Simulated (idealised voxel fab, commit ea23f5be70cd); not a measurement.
The document below concerns the process module designated voxel self aligned contacts.
The figure presents cross-section cut, which has a width of 210 nm and is divided into square cells with an edge length of 5 nm.
If you're reading a cross-section in this doc, picture square cells in a grid; it comes to you as bands, top ones listed first down to the bottom, and a band can be one or more rows of cells.
For a band, the entry starts with two heights in nm, that of the top and then that of the bottom, and carries on with the band's materials in order from left to right, each alongside its width in nm; the word "throughout" beside a single material means it fills the band edge to edge, and "empty" means empty space.
Beneath 0, the wafer as received is one material, and that level is where height counting begins. The lowest band goes on downward without a bottom; it is written like "0..down".
The notation "30..40" denotes a width that varies across the rows of cells in the band, beginning at the first number in the top row, finishing at the second number in the bottom row, and changing by an identical amount from each row to the next.
It should be understood that the words "changes: none", when stated for a given step, signify that the cross-section underwent no change in any of its cells during that step.
If an empty space has no open way to the top and is at least 8 cells in size, "Unvented cavities" lists it, written width x height at distance, where distance is measured from the left edge and every value is in nm.
Whatever follows a step's settings on its line is a remark the simulator itself makes about that step.
What "overlay nm" on a step's line means: if the step has a mask, that mask lay this far to the right of its planned place, or, when the value is negative, to the left.
This section lists the process steps that were planned
1. RECEIVE: material Si
2. OXIDIZE: depth nm 5
3. DIRECTIONAL_DEP: material polySi, thk nm 30
4. DIRECTIONAL_DEP: material SiN, thk nm 20
5. PATTERN: tone cover, mask id GATE, material resist, width nm 30, pitch nm 65, thk nm 20, overlay nm 0
6. DIRECTIONAL_ETCH: etch materials SiN, depth nm 20
7. DIRECTIONAL_ETCH: etch materials polySi, depth nm 30
8. STRIP: etch materials resist
9. CONFORMAL_DEP: material SiN, thk nm 10
10. DIRECTIONAL_ETCH: etch materials SiN, depth nm 10
11. FILL_DEP: material SiO2, thk nm 15
12. CMP: height nm 55
13. PATTERN: tone open, mask id CONTACT, material resist, width nm 45, pitch nm 65, thk nm 15, overlay nm 0
14. DIRECTIONAL_ETCH: etch materials SiO2, depth nm 60
15. STRIP: etch materials resist
16. CONFORMAL_DEP: material TiN, thk nm 5
17. FILL_DEP: material W, thk nm 5
18. CMP: height nm 55
19. CONFORMAL_DEP: material SiCN, thk nm 5
As-received state of the wafer in cross-section, equivalent to post-step 1
0..down  Si throughout
Unvented cavities: none
First of two wafers: cross-section at end of module, run per plan
60..55  SiCN throughout
55..50  SiO2 (50), TiN (20), W (5), TiN (20), SiO2 (20), TiN (20), W (5), TiN (20), SiO2 (50)
50..30  SiO2 (15), SiN (50), TiN (5), W (5), TiN (5), SiN (50), TiN (5), W (5), TiN (5), SiN (50), SiO2 (15)
30..0  SiO2 (15), SiN (10), polySi (30), SiN (10), TiN (5), W (5), TiN (5), SiN (10), polySi (30), SiN (10), TiN (5), W (5), TiN (5), SiN (10), polySi (30), SiN (10), SiO2 (15)
0..-5  SiO2 (65), TiN (15), SiO2 (50), TiN (15), SiO2 (65)
-5..down  Si throughout
Unvented cavities: none
Wafer two cross-section, module end. Start and plan unchanged from wafer one; one mistake made during the run
60..55  SiCN throughout
55..50  SiO2 (50), TiN (20), W (5), TiN (20), SiO2 (20), TiN (20), W (5), TiN (20), SiO2 (50)
50..25  SiO2 (15), SiN (10), polySi (30), SiN (10), TiN (5), W (5), TiN (5), SiN (10), polySi (30), SiN (10), TiN (5), W (5), TiN (5), SiN (10), polySi (30), SiN (10), SiO2 (15)
25..20  SiO2 (15), SiN (10), polySi (30), SiN (10), TiN (15), SiN (10), polySi (30), SiN (10), TiN (15), SiN (10), polySi (30), SiN (10), SiO2 (15)
20..0  SiN throughout
0..-5  SiO2 throughout
-5..down  Si throughout
Unvented cavities: none
What was done differently from what was planned? the processing plan was not followed for steps 3 and 4, which were run with their positions exchanged
Per the end-of-run cell counts, the second wafer holds more or fewer of some materials than the first: +48 SiN; -18 SiO2; -20 TiN; -10 W
